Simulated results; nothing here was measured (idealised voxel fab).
The following is a process module called voxel spacer lines.
We display cut, a cross-section 220 nm in width whose square cells are each 5 nm.
This document writes a cross-section as a grid whose cells are square, and gives it as bands, listed from the top down; one or more rows of cells form a band. It is stipulated that each band's entry specify, in nanometres, the height of the top of the band and then that of its bottom, followed by the materials of the band in left-to-right sequence, each together with its width in nanometres. A single material marked by the word "edge to edge" is understood to fill the band from edge to edge; the word "empty" is understood to denote empty space. We count height from 0. Below that, the starting wafer is all one material. The lowest band never ends at the bottom but goes on down; see "0 -> down" for how that is written. Width: "30->40" (first number = top row, second number = bottom row, same change from row to row of cells). "nothing different" after a step means that no cell of the cross-section changed. If an empty space has no open way to the top and is at least 8 cells in size, "Closed void register" lists it, written width x height at distance, where distance is measured from the left edge and every value is in nm. Anything after a step's settings on that line? It's the simulator's own note about the step. Regarding "overlay nm": on a step with a mask, it is the distance the mask lay to the right of its planned place; a negative value places it to the left.

Process steps foreseen in the plan:
1. op RECEIVE | material Si
2. op CONFORMAL_DEP | material Al2O3 | thk nm 5
3. op DIRECTIONAL_DEP | material W | thk nm 10
4. op DIRECTIONAL_DEP | material aC | thk nm 20
5. op PATTERN | tone cover | mask id MANDREL | material resist | width nm 15 | pitch nm 60 | thk nm 30 | overlay nm 0
6. op DIRECTIONAL_ETCH | etch materials aC | depth nm 20
7. op STRIP | etch materials resist
8. op CONFORMAL_DEP | material SiO2 | thk nm 15
9. op DIRECTIONAL_ETCH | etch materials SiO2 | depth nm 15
10. op STRIP | etch materials aC
11. op DIRECTIONAL_ETCH | etch materials W | depth nm 10
12. op STRIP | etch materials SiO2
13. op FILL_DEP | material SiO2 | thk nm 10
14. op CMP | height nm 15

As received (post step 1): cross-section:
  0 -> down | Si edge to edge
  Closed void register: none

First of two wafers: cross-section at end of module, run per plan:
  15 -> 5 | 55 nm SiO2, 15 nm W, 15 nm SiO2, 15 nm W, 15 nm SiO2, 15 nm W, 15 nm SiO2, 15 nm W, 60 nm SiO2
  5 -> 0 | Al2O3 edge to edge
  0 -> down | Si edge to edge
  Closed void register: none

Second of two wafers, module complete, sectioned: it shares the first wafer's start and plan but was run with one mistake:
  15 -> 5 | 50 nm SiO2, 15 nm W, 25 nm SiO2, 15 nm W, 5 nm SiO2, 15 nm W, 25 nm SiO2, 15 nm W, 55 nm SiO2
  5 -> 0 | Al2O3 edge to edge
  0 -> down | Si edge to edge
  Closed void register: none
Heads up, the wafer didn't run the way we planned it: so step 5 ended up running with a different setting than we planned, it ran as op PATTERN | tone cover | mask id MANDREL | material resist | width nm 25 | pitch nm 60 | thk nm 30 | overlay nm 0
Matching per-material cell counts, mismatched positions: that is how the second wafer compares with the first at the end.
